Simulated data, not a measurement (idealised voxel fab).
Process module, titled voxel ribs on slabs
Square cells of 5 nm make up the cross-section cut, whose width is 200 nm.
If you're reading a cross-section in this doc, picture square cells in a grid; it comes to you as bands, top ones listed first down to the bottom, and a band can be one or more rows of cells.
The entry gives the band's vertical extent as a top height and a bottom height in nm, then its horizontal make-up as materials from left to right, each with a width in nm. "empty" stands for empty space; a single material marked "all across" fills the band edge to edge.
Measure heights from 0. That's the level where, below it, the as-received wafer is all one material. The lowest band is bottomless and extends downward; write it as in "0..down".
When a width is written as two numbers, as in "30 to 40", the first number is the width in the top row of cells of the band and the second is the width in its bottom row, and the width changes by the same amount from each row to the next.
Basically "same as before" means that step didn't change any cell in the cross-section.
"Unvented internal voids" means: voids of 8 cells or more that are shut off from the top with no open way through. Written width x height at distance, distance from the left edge, in nm.
If you see something after the settings on a step's line, that's the simulator's own remark about that step.
overlay nm: right-of-plan distance of the mask on a masked step; negative values mean left-of-plan.

The following list gives the planned process steps:
| 1 | RECEIVE, material Si |
| 2 | DIRECTIONAL_DEP, material SiO2, thk nm 30 |
| 3 | DIRECTIONAL_DEP, material polySi, thk nm 15 |
| 4 | MASKED_ETCH, tone cover, mask id RIB, width nm 15, etch materials polySi, depth nm 10, overlay nm 0 |
| 5 | PATTERN, tone cover, mask id SLAB, material resist, width nm 55, thk nm 15, overlay nm 0 |
| 6 | DIRECTIONAL_ETCH, etch materials polySi, depth nm 5 |
| 7 | STRIP, etch materials resist |
| 8 | FILL_DEP, material SiO2, thk nm 20 |
| 9 | CMP, height nm 55 |
| 10 | DIRECTIONAL_DEP, material W, thk nm 5 |
| 11 | MASKED_ETCH, tone cover, mask id HEATER, width nm 25, etch materials W, depth nm 5, overlay nm 0 |
| 12 | CONFORMAL_DEP, material SiN, thk nm 5 |

First of the two wafers, run per plan:

Wafer cross-section on receipt, i.e. after step 1:
- 0..down = Si all across
- Unvented internal voids: none

After step 2: wafer cross-section:
- 30..0 = SiO2 all across
- Lower than 0, everything is as it was.

After step 3: wafer cross-section:
- 45..30 = polySi all across
- Lower than 30, everything is as it was.

After step 4: wafer cross-section:
- 45..35 = empty 90 nm, then polySi 15 nm, then empty 95 nm
- Lower than 35, everything is as it was.

After step 5: wafer cross-section:
- 60..45 = empty 70 nm, then resist 55 nm, then empty 75 nm
- 45..35 = empty 70 nm, then resist 20 nm, then polySi 15 nm, then resist 20 nm, then empty 75 nm
- Lower than 35, everything is as it was.

After step 6: wafer cross-section:
- 60..45 = empty 70 nm, then resist 55 nm, then empty 75 nm
- 45..35 = empty 70 nm, then resist 20 nm, then polySi 15 nm, then resist 20 nm, then empty 75 nm
- 35..30 = empty 70 nm, then polySi 55 nm, then empty 75 nm
- Lower than 30, everything is as it was.

After step 7: wafer cross-section:
- 45..35 = empty 90 nm, then polySi 15 nm, then empty 95 nm
- Lower than 35, everything is as it was.

After step 8: wafer cross-section:
- 65..45 = SiO2 all across
- 45..35 = SiO2 90 nm, then polySi 15 nm, then SiO2 95 nm
- 35..30 = SiO2 70 nm, then polySi 55 nm, then SiO2 75 nm
- Lower than 30, everything is as it was.

After step 9: wafer cross-section:
- 55..45 = SiO2 all across
- Lower than 45, everything is as it was.

After step 10: wafer cross-section:
- 60..55 = W all across
- Lower than 55, everything is as it was.

After step 11: wafer cross-section:
- 60..55 = empty 85 nm, then W 25 nm, then empty 90 nm
- Lower than 55, everything is as it was.

After step 12: wafer cross-section:
- 65..60 = empty 80 nm, then SiN 35 nm, then empty 85 nm
- 60..55 = SiN 85 nm, then W 25 nm, then SiN 90 nm
- Lower than 55, everything is as it was.

The remaining wafer, second of the two, started like the first and was run to the same plan, except that one mistake was made along the way; the two coincide through step 3, inclusive:

Cross-section: second wafer, time at which step 4 was scheduled to end:
- 45..35 = empty 80 nm, then polySi 15 nm, then empty 105 nm
- Lower than 35, everything is as it was.

Cross-section: second wafer, time at which step 5 was scheduled to end:
- 60..45 = empty 70 nm, then resist 55 nm, then empty 75 nm
- 45..35 = empty 70 nm, then resist 10 nm, then polySi 15 nm, then resist 30 nm, then empty 75 nm
- Lower than 35, everything is as it was.

Cross-section: second wafer, time at which step 6 was scheduled to end:
- 60..45 = empty 70 nm, then resist 55 nm, then empty 75 nm
- 45..35 = empty 70 nm, then resist 10 nm, then polySi 15 nm, then resist 30 nm, then empty 75 nm
- 35..30 = empty 70 nm, then polySi 55 nm, then empty 75 nm
- Lower than 30, everything is as it was.

Cross-section: second wafer, time at which step 7 was scheduled to end:
- 45..35 = empty 80 nm, then polySi 15 nm, then empty 105 nm
- Lower than 35, everything is as it was.

Cross-section: second wafer, time at which step 8 was scheduled to end:
- 65..45 = SiO2 all across
- 45..35 = SiO2 80 nm, then polySi 15 nm, then SiO2 105 nm
- 35..30 = SiO2 70 nm, then polySi 55 nm, then SiO2 75 nm
- Lower than 30, everything is as it was.

Cross-section: second wafer, time at which step 9 was scheduled to end:
- 55..45 = SiO2 all across
- Lower than 45, everything is as it was.

Cross-section: second wafer, time at which step 10 was scheduled to end:
- 60..55 = W all across
- Lower than 55, everything is as it was.

Cross-section: second wafer, time at which step 11 was scheduled to end:
- 60..55 = empty 85 nm, then W 25 nm, then empty 90 nm
- Lower than 55, everything is as it was.

Cross-section: second wafer, time at which step 12 was scheduled to end:
- 65..60 = empty 80 nm, then SiN 35 nm, then empty 85 nm
- 60..55 = SiN 85 nm, then W 25 nm, then SiN 90 nm
- Lower than 55, everything is as it was.
What was the processing mistake? note that step 4 departed from the planned setting and was carried out as MASKED_ETCH, tone cover, mask id RIB, width nm 15, etch materials polySi, depth nm 10, overlay nm -10
Matching per-material cell counts, mismatched positions: that is how the second wafer compares with the first at the end.
